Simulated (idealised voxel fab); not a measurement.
process module | voxel transistor to metal
cross-section cut | 195 nm wide | cells 5 nm
A cross-section is a grid of square cells, given in bands from the top down. A band is one or more rows of cells.
Each band's line starts with the height of the band's top and of its bottom, in nm. Then come its materials from left to right, each with its width in nm. One material with "throughout" fills the band from edge to edge. "air" is empty space.
Height 0 is the level under which the wafer as received is all one material. The lowest band goes on downwards, as in "0 down".
A width such as "30 to 40" changes by the same amount from each row of cells to the next, from the band's top row to its bottom row.
"no change" after a step means that no cell of the cross-section changed.
closed voids: empty space of 8 cells or more with no open way to the top, each as width x height at its distance from the left edge, in nm
after a step's settings: what the simulator itself notes on the step
overlay nm, on a step with a mask: how far to the right of its planned place the mask lay; to the left if negative
plan
1 op RECEIVE | material Si
2 op OXIDIZE | depth nm 5
3 op CONFORMAL_DEP | material SiN | thk nm 15
4 op MASKED_ETCH | tone cover | mask id ACTIVE | width nm 100 | etch materials SiN | depth nm 15 | overlay nm 0
5 op MASKED_ETCH | tone cover | mask id ACTIVE | width nm 100 | etch materials SiO2 | depth nm 5 | overlay nm 0
6 op MASKED_ETCH | tone cover | mask id ACTIVE | width nm 100 | etch materials Si | depth nm 35 | overlay nm 0
7 op OXIDIZE | depth nm 5
8 op FILL_DEP | material SiO2 | thk nm 10
9 op CMP | height nm 15
10 op SELECTIVE_ETCH | etch materials SiO2 | depth nm 5
11 op STRIP | etch materials SiN
12 op SELECTIVE_ETCH | etch materials SiO2 | depth nm 5
13 op OXIDIZE | depth nm 5
14 op DIRECTIONAL_DEP | material polySi | thk nm 20
15 op DIRECTIONAL_DEP | material SiCN | thk nm 15
16 op PATTERN | tone cover | mask id GATE | material resist | width nm 20 | thk nm 20 | overlay nm 0
17 op DIRECTIONAL_ETCH | etch materials SiCN | depth nm 25
18 op DIRECTIONAL_ETCH | etch materials polySi | depth nm 30
19 op STRIP | etch materials resist
20 op CONFORMAL_DEP | material SiO2 | thk nm 5
21 op DIRECTIONAL_ETCH | etch materials SiO2 | depth nm 5
22 op CONFORMAL_DEP | material SiN | thk nm 10
23 op DIRECTIONAL_ETCH | etch materials SiN | depth nm 10
24 op DIRECTIONAL_ETCH | etch materials SiO2 | depth nm 5
25 op EPI | material nSi | thk nm 5
26 op FILL_DEP | material SiO2 | thk nm 5
27 op CMP | height nm 30
28 op DIRECTIONAL_DEP | material SiO2 | thk nm 15
29 op MASKED_ETCH | tone open | mask id CONTACT | width nm 25 | pitch nm 55 | etch materials SiO2 | depth nm 50 | overlay nm 0
30 op CONFORMAL_DEP | material TiN | thk nm 5
31 op FILL_DEP | material W | thk nm 5
32 op CMP | height nm 45
33 op DIRECTIONAL_DEP | material TiN | thk nm 5
34 op DIRECTIONAL_DEP | material Ru | thk nm 15
35 op DIRECTIONAL_DEP | material aC | thk nm 10
36 op PATTERN | tone cover | mask id METAL_1 | material resist | width nm 15 | pitch nm 65 | thk nm 30 | overlay nm 0
37 op DIRECTIONAL_ETCH | etch materials aC | depth nm 10
38 op STRIP | etch materials resist
39 op DIRECTIONAL_ETCH | etch materials Ru | depth nm 15
40 op DIRECTIONAL_ETCH | etch materials TiN | depth nm 5
41 op STRIP | etch materials aC
42 op CONFORMAL_DEP | material SiCN | thk nm 5
43 op FILL_DEP | material lowk | thk nm 5
44 op CMP | height nm 65
45 op CONFORMAL_DEP | material SiN | thk nm 5
as received, after step 1
  0 down: Si throughout
  closed voids: none
first wafer at the end, as planned
  70 to 65: SiN throughout
  65 to 50: lowk 50 | SiCN 5 | Ru 15 | SiCN 5 | lowk 40 | SiCN 5 | Ru 15 | SiCN 5 | lowk 55
  50 to 45: SiCN 55 | TiN 15 | SiCN 50 | TiN 15 | SiCN 60
  45 to 35: SiO2 55 | TiN 5 | W 15 | TiN 5 | SiO2 30 | TiN 5 | W 15 | TiN 5 | SiO2 60
  35 to 30: SiO2 55 | TiN 5 | W 5 | TiN 15 | SiO2 30 | TiN 15 | W 5 | TiN 5 | SiO2 60
  30 to 15: SiO2 55 | TiN 5 | W 5 | TiN 5 | SiN 10 | SiO2 5 | SiCN 20 | SiO2 5 | SiN 10 | TiN 5 | W 5 | TiN 5 | SiO2 60
  15 to 5: SiO2 55 | TiN 5 | W 5 | TiN 5 | SiN 10 | SiO2 5 | polySi 20 | SiO2 5 | SiN 10 | TiN 5 | W 5 | TiN 5 | SiO2 60
  5 to 0: SiO2 45 | SiN 10 | TiN 5 | W 5 | TiN 5 | SiN 10 | SiO2 5 | polySi 20 | SiO2 5 | SiN 10 | TiN 5 | W 5 | TiN 5 | SiN 10 | SiO2 50
  0 to -5: SiO2 45 | SiN 10 | TiN 15 | SiN 10 | SiO2 5 | polySi 20 | SiO2 5 | SiN 10 | TiN 15 | SiN 10 | SiO2 50
  -5 to -10: SiO2 55 | nSi 15 | SiO2 50 | nSi 15 | SiO2 60
  -10 to -45: SiO2 50 | Si 90 | SiO2 55
  -45 down: Si throughout
  closed voids: none
second wafer at the end: like start, like plan, one mistake
  70 to 65: SiN throughout
  65 to 50: lowk 50 | SiCN 5 | Ru 15 | SiCN 5 | lowk 40 | SiCN 5 | Ru 15 | SiCN 5 | lowk 55
  50 to 45: SiCN 55 | TiN 15 | SiCN 50 | TiN 15 | SiCN 60
  45 to 35: SiO2 55 | TiN 5 | W 15 | TiN 5 | SiO2 30 | TiN 5 | W 15 | TiN 5 | SiO2 60
  35 to 30: SiO2 55 | TiN 5 | W 5 | TiN 15 | SiO2 30 | TiN 15 | W 5 | TiN 5 | SiO2 60
  30 to 15: SiO2 55 | TiN 5 | W 5 | TiN 5 | SiN 10 | SiO2 5 | SiCN 20 | SiO2 5 | SiN 10 | TiN 5 | W 5 | TiN 5 | SiO2 60
  15 to 5: SiO2 55 | TiN 5 | W 5 | TiN 5 | SiN 10 | SiO2 5 | polySi 20 | SiO2 5 | SiN 10 | TiN 5 | W 5 | TiN 5 | SiO2 60
  5 to 0: SiO2 40 | SiN 10 | SiO2 5 | TiN 5 | W 5 | TiN 5 | SiN 10 | SiO2 5 | polySi 20 | SiO2 5 | SiN 10 | TiN 5 | W 5 | TiN 5 | SiO2 5 | SiN 10 | SiO2 45
  0 to -5: SiO2 40 | SiN 10 | SiO2 5 | TiN 15 | SiN 10 | SiO2 5 | polySi 20 | SiO2 5 | SiN 10 | TiN 15 | SiO2 5 | SiN 10 | SiO2 45
  -5 to -10: SiO2 50 | nSi 20 | SiO2 50 | nSi 20 | SiO2 55
  -10 to -45: SiO2 45 | Si 100 | SiO2 50
  -45 down: Si throughout
  closed voids: none
what went wrong: step 4 ran as: op MASKED_ETCH | tone cover | mask id ACTIVE | width nm 110 | etch materials SiN | depth nm 15 | overlay nm 0
at the end the second wafer has, in cells: 14 more of Si | 16 fewer of SiO2 | 2 more of nSi
